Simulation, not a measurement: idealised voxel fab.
voxel gate over fins: a process module
The cross-section shown here is cut; it is 145 nm wide and divided into square cells measuring 5 nm on a side.
Format of a cross-section: grid, square cells. Given as bands. Order: top down. Band: one or more rows of cells.
Heights first: top, then bottom, in nm. Then materials, left to right, each with a width in nm. "all across" on a single material: fills the band edge to edge. "blank": empty space.
Heights are reckoned from 0. Under this level, the received wafer is all of one material. The bottommost band is open-ended downward, for example "z 0 and below".
Width: "30 to 40" (first number = top row, second number = bottom row, same change from row to row of cells).
"changes: none", as given for a step, is the statement that not any cell of the cross-section underwent a change during that step.
Empty spaces counting at least 8 cells and having no open way to the top are listed in "Closed internal cavities". The notation width x height at distance is used for each, the distance being from the left edge and all three values in nm.
Anything after a step's settings on that line? It's the simulator's own note about the step.
"overlay nm" denotes, for a step that has a mask, the displacement of the mask to the right of its planned place, with negative values corresponding to the left.

THE PROCESS STEPS THAT WERE PLANNED ARE LISTED BELOW
| 1 | RECEIVE, material Si |
| 2 | CONFORMAL_DEP, material SiN, thk nm 10 |
| 3 | DIRECTIONAL_DEP, material aC, thk nm 10 |
| 4 | PATTERN, tone cover, mask id FINS, material resist, width nm 15, pitch nm 35, thk nm 30, overlay nm 0 |
| 5 | DIRECTIONAL_ETCH, etch materials aC, depth nm 10 |
| 6 | STRIP, etch materials resist |
| 7 | DIRECTIONAL_ETCH, etch materials SiN, depth nm 10 |
| 8 | DIRECTIONAL_ETCH, etch materials Si, depth nm 40 |
| 9 | STRIP, etch materials aC |
| 10 | OXIDIZE, depth nm 5 |
| 11 | FILL_DEP, material SiO2, thk nm 5 |
| 12 | CMP, height nm 10 |
| 13 | SELECTIVE_ETCH, etch materials SiO2, depth nm 25 |
| 14 | STRIP, etch materials SiN |
| 15 | CONFORMAL_DEP, material HfO2, thk nm 5 |
| 16 | CONFORMAL_DEP, material TiN, thk nm 5 |
| 17 | CONFORMAL_DEP, material TiAl, thk nm 5 |
| 18 | CONFORMAL_DEP, material TiN, thk nm 5 |
| 19 | FILL_DEP, material W, thk nm 15 |
| 20 | CMP, height nm 30 |
| 21 | CONFORMAL_DEP, material SiCN, thk nm 5 |

CONCERNING THE FIRST OF TWO WAFERS, WHICH WAS RUN IN ACCORDANCE WITH THE PLAN

WAFER AS RECEIVED: CROSS-SECTION FOLLOWING STEP 1
> z 0 and below: Si all across
> Closed internal cavities: none

CROSS-SECTION OF THE WAFER AFTER STEP 2
> z 10 to 0: SiN all across
> Lower than 0, everything is as it was.

CROSS-SECTION OF THE WAFER AFTER STEP 3
> z 20 to 10: aC all across
> Lower than 10, everything is as it was.

CROSS-SECTION OF THE WAFER AFTER STEP 4
> z 50 to 20: blank 45 / resist 15 / blank 20 / resist 15 / blank 50
> Lower than 20, everything is as it was.

CROSS-SECTION OF THE WAFER AFTER STEP 5
> z 40 to 20: blank 45 / resist 15 / blank 20 / resist 15 / blank 50
> z 20 to 10: blank 45 / aC 15 / blank 20 / aC 15 / blank 50
> Lower than 10, everything is as it was.

CROSS-SECTION OF THE WAFER AFTER STEP 6
> z 20 to 10: blank 45 / aC 15 / blank 20 / aC 15 / blank 50
> Lower than 10, everything is as it was.

CROSS-SECTION OF THE WAFER AFTER STEP 7
> z 20 to 10: blank 45 / aC 15 / blank 20 / aC 15 / blank 50
> z 10 to 0: blank 45 / SiN 15 / blank 20 / SiN 15 / blank 50
> Lower than 0, everything is as it was.

CROSS-SECTION OF THE WAFER AFTER STEP 8
> z 20 to 10: blank 45 / aC 15 / blank 20 / aC 15 / blank 50
> z 10 to 0: blank 45 / SiN 15 / blank 20 / SiN 15 / blank 50
> z 0 to -40: blank 45 / Si 15 / blank 20 / Si 15 / blank 50
> Lower than -40, everything is as it was.

CROSS-SECTION OF THE WAFER AFTER STEP 9
> z 10 to 0: blank 45 / SiN 15 / blank 20 / SiN 15 / blank 50
> Lower than 0, everything is as it was.

CROSS-SECTION OF THE WAFER AFTER STEP 10
> z 10 to 0: blank 45 / SiN 15 / blank 20 / SiN 15 / blank 50
> z 0 to -40: blank 45 / SiO2 5 / Si 5 / SiO2 5 / blank 20 / SiO2 5 / Si 5 / SiO2 5 / blank 50
> z -40 to -45: SiO2 50 / Si 5 / SiO2 30 / Si 5 / SiO2 55
> Lower than -45, everything is as it was.

CROSS-SECTION OF THE WAFER AFTER STEP 11
> z 15 to 10: SiO2 all across
> z 10 to 0: SiO2 45 / SiN 15 / SiO2 20 / SiN 15 / SiO2 50
> z 0 to -45: SiO2 50 / Si 5 / SiO2 30 / Si 5 / SiO2 55
> Lower than -45, everything is as it was.

CROSS-SECTION OF THE WAFER AFTER STEP 12
> z 10 to 0: SiO2 45 / SiN 15 / SiO2 20 / SiN 15 / SiO2 50
> Lower than 0, everything is as it was.

CROSS-SECTION OF THE WAFER AFTER STEP 13
> z 10 to 0: blank 45 / SiN 15 / blank 20 / SiN 15 / blank 50
> z 0 to -15: blank 50 / Si 5 / blank 30 / Si 5 / blank 55
> Lower than -15, everything is as it was.

CROSS-SECTION OF THE WAFER AFTER STEP 14
> z 0 to -15: blank 50 / Si 5 / blank 30 / Si 5 / blank 55
> Lower than -15, everything is as it was.

CROSS-SECTION OF THE WAFER AFTER STEP 15
> z 5 to 0: blank 45 / HfO2 15 / blank 20 / HfO2 15 / blank 50
> z 0 to -10: blank 45 / HfO2 5 / Si 5 / HfO2 5 / blank 20 / HfO2 5 / Si 5 / HfO2 5 / blank 50
> z -10 to -15: HfO2 50 / Si 5 / HfO2 30 / Si 5 / HfO2 55
> Lower than -15, everything is as it was.

CROSS-SECTION OF THE WAFER AFTER STEP 16
> z 10 to 5: blank 40 / TiN 25 / blank 10 / TiN 25 / blank 45
> z 5 to 0: blank 40 / TiN 5 / HfO2 15 / TiN 5 / blank 10 / TiN 5 / HfO2 15 / TiN 5 / blank 45
> z 0 to -5: blank 40 / TiN 5 / HfO2 5 / Si 5 / HfO2 5 / TiN 5 / blank 10 / TiN 5 / HfO2 5 / Si 5 / HfO2 5 / TiN 5 / blank 45
> z -5 to -10: TiN 45 / HfO2 5 / Si 5 / HfO2 5 / TiN 20 / HfO2 5 / Si 5 / HfO2 5 / TiN 50
> Lower than -10, everything is as it was.

CROSS-SECTION OF THE WAFER AFTER STEP 17
> z 15 to 10: blank 35 / TiAl 70 / blank 40
> z 10 to 5: blank 35 / TiAl 5 / TiN 25 / TiAl 10 / TiN 25 / TiAl 5 / blank 40
> z 5 to 0: blank 35 / TiAl 5 / TiN 5 / HfO2 15 / TiN 5 / TiAl 10 / TiN 5 / HfO2 15 / TiN 5 / TiAl 5 / blank 40
> z 0 to -5: TiAl 40 / TiN 5 / HfO2 5 / Si 5 / HfO2 5 / TiN 5 / TiAl 10 / TiN 5 / HfO2 5 / Si 5 / HfO2 5 / TiN 5 / TiAl 45
> Lower than -5, everything is as it was.

CROSS-SECTION OF THE WAFER AFTER STEP 18
> z 20 to 15: blank 30 / TiN 80 / blank 35
> z 15 to 10: blank 30 / TiN 5 / TiAl 70 / TiN 5 / blank 35
> z 10 to 5: blank 30 / TiN 5 / TiAl 5 / TiN 25 / TiAl 10 / TiN 25 / TiAl 5 / TiN 5 / blank 35
> z 5 to 0: TiN 35 / TiAl 5 / TiN 5 / HfO2 15 / TiN 5 / TiAl 10 / TiN 5 / HfO2 15 / TiN 5 / TiAl 5 / TiN 40
> Lower than 0, everything is as it was.

CROSS-SECTION OF THE WAFER AFTER STEP 19
> z 35 to 20: W all across
> z 20 to 15: W 30 / TiN 80 / W 35
> z 15 to 10: W 30 / TiN 5 / TiAl 70 / TiN 5 / W 35
> z 10 to 5: W 30 / TiN 5 / TiAl 5 / TiN 25 / TiAl 10 / TiN 25 / TiAl 5 / TiN 5 / W 35
> Lower than 5, everything is as it was.

CROSS-SECTION OF THE WAFER AFTER STEP 20
> z 30 to 20: W all across
> Lower than 20, everything is as it was.

CROSS-SECTION OF THE WAFER AFTER STEP 21
> z 35 to 30: SiCN all across
> Lower than 30, everything is as it was.

WAFER TWO OF THE PAIR: SAME ORIGIN, SAME PLAN, ONE ERROR DURING THE RUN; IDENTICAL TO WAFER ONE UP TO AND INCLUDING STEP 15

Second wafer, cross-section, planned end of step 16: changes: none

SECOND WAFER, CROSS-SECTION, PLANNED END OF STEP 17
> z 10 to 5: blank 40 / TiAl 25 / blank 10 / TiAl 25 / blank 45
> z 5 to 0: blank 40 / TiAl 5 / HfO2 15 / TiAl 5 / blank 10 / TiAl 5 / HfO2 15 / TiAl 5 / blank 45
> z 0 to -5: blank 40 / TiAl 5 / HfO2 5 / Si 5 / HfO2 5 / TiAl 5 / blank 10 / TiAl 5 / HfO2 5 / Si 5 / HfO2 5 / TiAl 5 / blank 45
> z -5 to -10: TiAl 45 / HfO2 5 / Si 5 / HfO2 5 / TiAl 20 / HfO2 5 / Si 5 / HfO2 5 / TiAl 50
> Lower than -10, everything is as it was.

SECOND WAFER, CROSS-SECTION, PLANNED END OF STEP 18
> z 15 to 10: blank 35 / TiN 70 / blank 40
> z 10 to 5: blank 35 / TiN 5 / TiAl 25 / TiN 10 / TiAl 25 / TiN 5 / blank 40
> z 5 to 0: blank 35 / TiN 5 / TiAl 5 / HfO2 15 / TiAl 5 / TiN 10 / TiAl 5 / HfO2 15 / TiAl 5 / TiN 5 / blank 40
> z 0 to -5: TiN 40 / TiAl 5 / HfO2 5 / Si 5 / HfO2 5 / TiAl 5 / TiN 10 / TiAl 5 / HfO2 5 / Si 5 / HfO2 5 / TiAl 5 / TiN 45
> Lower than -5, everything is as it was.

SECOND WAFER, CROSS-SECTION, PLANNED END OF STEP 19
> z 30 to 15: W all across
> z 15 to 10: W 35 / TiN 70 / W 40
> z 10 to 5: W 35 / TiN 5 / TiAl 25 / TiN 10 / TiAl 25 / TiN 5 / W 40
> z 5 to 0: W 35 / TiN 5 / TiAl 5 / HfO2 15 / TiAl 5 / TiN 10 / TiAl 5 / HfO2 15 / TiAl 5 / TiN 5 / W 40
> Lower than 0, everything is as it was.

Second wafer, cross-section, planned end of step 20: changes: none

SECOND WAFER, CROSS-SECTION, PLANNED END OF STEP 21
> z 35 to 30: SiCN all across
> Lower than 30, everything is as it was.
It is concluded that the wafer was processed incorrectly with respect to the plan, in that step 16 of the plan: omitted, not performed
Final cells, second wafer relative to first, materials higher or lower: -35 TiN; +35 W
